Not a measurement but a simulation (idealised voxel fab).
Proc. module: voxel transistor to metal
Each square cell in cross-section cut measures 5 nm, and the section as a whole is 160 nm wide.
Cross-section, as written here: a square-cell grid given band by band from the top down, where a band holds one or more rows of cells. First you get the band's top height and its bottom height, in nm, and then the materials it's made of, left to right, with each width in nm. If you see a single material with "edge to edge", that one covers the band edge to edge. "air" is empty space. Measure heights from 0. That's the level where, below it, the as-received wafer is all one material. The lowest band is bottomless and extends downward; write it as in "0 and below". It should be noted that a width expressed as "30..40" varies in equal increments from row to row of cells within the band, taking the value of the first number at the top row and that of the second number at the bottom row. The designation "remained unchanged", where it is given for a processing step, indicates that no cell of the cross-section was altered in the course of that step. Look at "Closed void register" for the closed voids: empty spaces with no open path to the top, sized 8 cells or up. Each is width x height at distance, distance from the left edge, all nm. Post-settings text on a step line: simulator's own remark regarding the step. overlay nm: on a step with a mask, how far right of its planned place the mask lay; negative means left. From here on the document is pairs. In a pair, the cross-section before one process step comes with the cross-section after it, and the latter goes no deeper than the lowest band that changed. What lies in between, the step and its settings, is written under the pair. A pair may be from a different run of this module on the same starting wafer than the pair above it, so it continues from that pair only where its entry headed "Before-step section" says so.

### Before-step section
	80 down to 55  SiO2 edge to edge
	55 down to 50  SiCN edge to edge
	50 down to 35  35 SiO2 / 5 TiN / 5 Ru / 5 TiN / 60 SiO2 / 5 TiN / 5 Ru / 5 TiN / 35 SiO2
	35 down to 30  35 SiO2 / 5 TiN / 5 Ru / 5 TiN / 15 SiO2 / 5 SiN / 20 SiCN / 5 SiN / 15 SiO2 / 5 TiN / 5 Ru / 5 TiN / 35 SiO2
	30 down to 5  35 SiO2 / 5 TiN / 5 Ru / 5 TiN / 15 SiO2 / 5 SiN / 20 polySi / 5 SiN / 15 SiO2 / 5 TiN / 5 Ru / 5 TiN / 35 SiO2
	5 down to 0  35 SiO2 / 15 TiN / 15 SiO2 / 5 SiN / 20 polySi / 5 SiN / 15 SiO2 / 15 TiN / 35 SiO2
	0 down to -5  30 SiO2 / 5 SiN / 30 pSi / 30 SiO2 / 30 pSi / 5 SiN / 30 SiO2
	-5 down to -10  30 pSi / 10 SiO2 / 80 Si / 10 SiO2 / 30 pSi
	-10 and below  Si edge to edge
	Closed void register: none

### Resulting Cross-Section
	95 down to 80  35 resist / 15 air / 60 resist / 15 air / 35 resist
	At heights below 80, the structure remains unaltered.
	Closed void register: none
In between the cross-sections above, the run called for PATTERN, tone open, mask id METAL_1, material resist, width nm 15, pitch nm 75, thk nm 15, overlay nm 0

Before-step section: per the after cross-section of the pair just above.

### Resulting Cross-Section
	95 down to 80  35 resist / 15 air / 60 resist / 15 air / 35 resist
	80 down to 55  35 SiO2 / 15 air / 60 SiO2 / 15 air / 35 SiO2
	At heights below 55, the structure remains unaltered.
	Closed void register: none
In between the cross-sections above, the run called for DIRECTIONAL_ETCH, etch materials SiO2, depth nm 25

Before-step section: per the after cross-section of the pair just above.

### Resulting Cross-Section
	95 down to 80  35 resist / 15 air / 60 resist / 15 air / 35 resist
	80 down to 55  35 SiO2 / 15 air / 60 SiO2 / 15 air / 35 SiO2
	55 down to 50  35 SiCN / 15 air / 60 SiCN / 15 air / 35 SiCN
	At heights below 50, the structure remains unaltered.
	Closed void register: none
In between the cross-sections above, the run called for DIRECTIONAL_ETCH, etch materials SiCN, depth nm 5

Before-step section: per the after cross-section of the pair just above.

### Resulting Cross-Section
	80 down to 55  35 SiO2 / 15 air / 60 SiO2 / 15 air / 35 SiO2
	At heights below 55, the structure remains unaltered.
	Closed void register: none
In between the cross-sections above, the run called for STRIP, etch materials resist

Before-step section: per the after cross-section of the pair just above.

### Resulting Cross-Section
	85 down to 80  40 TiN / 5 air / 70 TiN / 5 air / 40 TiN
	80 down to 55  35 SiO2 / 5 TiN / 5 air / 5 TiN / 60 SiO2 / 5 TiN / 5 air / 5 TiN / 35 SiO2
	55 down to 50  35 SiCN / 15 TiN / 60 SiCN / 15 TiN / 35 SiCN
	At heights below 50, the structure remains unaltered.
	Closed void register: none
In between the cross-sections above, the run called for CONFORMAL_DEP, material TiN, thk nm 5

Before-step section: per the after cross-section of the pair just above.

### Resulting Cross-Section
	90 down to 85  Ru edge to edge
	85 down to 80  40 TiN / 5 Ru / 70 TiN / 5 Ru / 40 TiN
	80 down to 55  35 SiO2 / 5 TiN / 5 Ru / 5 TiN / 60 SiO2 / 5 TiN / 5 Ru / 5 TiN / 35 SiO2
	At heights below 55, the structure remains unaltered.
	Closed void register: none
In between the cross-sections above, the run called for FILL_DEP, material Ru, thk nm 5

Before-step section: per the after cross-section of the pair just above.

### Resulting Cross-Section
	80 down to 55  35 SiO2 / 5 TiN / 5 Ru / 5 TiN / 60 SiO2 / 5 TiN / 5 Ru / 5 TiN / 35 SiO2
	At heights below 55, the structure remains unaltered.
	Closed void register: none
In between the cross-sections above, the run called for CMP, height nm 80

Before-step section: per the after cross-section of the pair just above.

### Resulting Cross-Section
	85 down to 80  30 air / 25 Ru / 50 air / 25 Ru / 30 air
	At heights below 80, the structure remains unaltered.
	Closed void register: none
In between the cross-sections above, the run called for EPI, material Ru, thk nm 5

Before-step section: per the after cross-section of the pair just above.

### Resulting Cross-Section
	90 down to 85  SiCN edge to edge
	85 down to 80  30 SiCN / 25 Ru / 50 SiCN / 25 Ru / 30 SiCN
	At heights below 80, the structure remains unaltered.
	Closed void register: none
In between the cross-sections above, the run called for FILL_DEP, material SiCN, thk nm 5
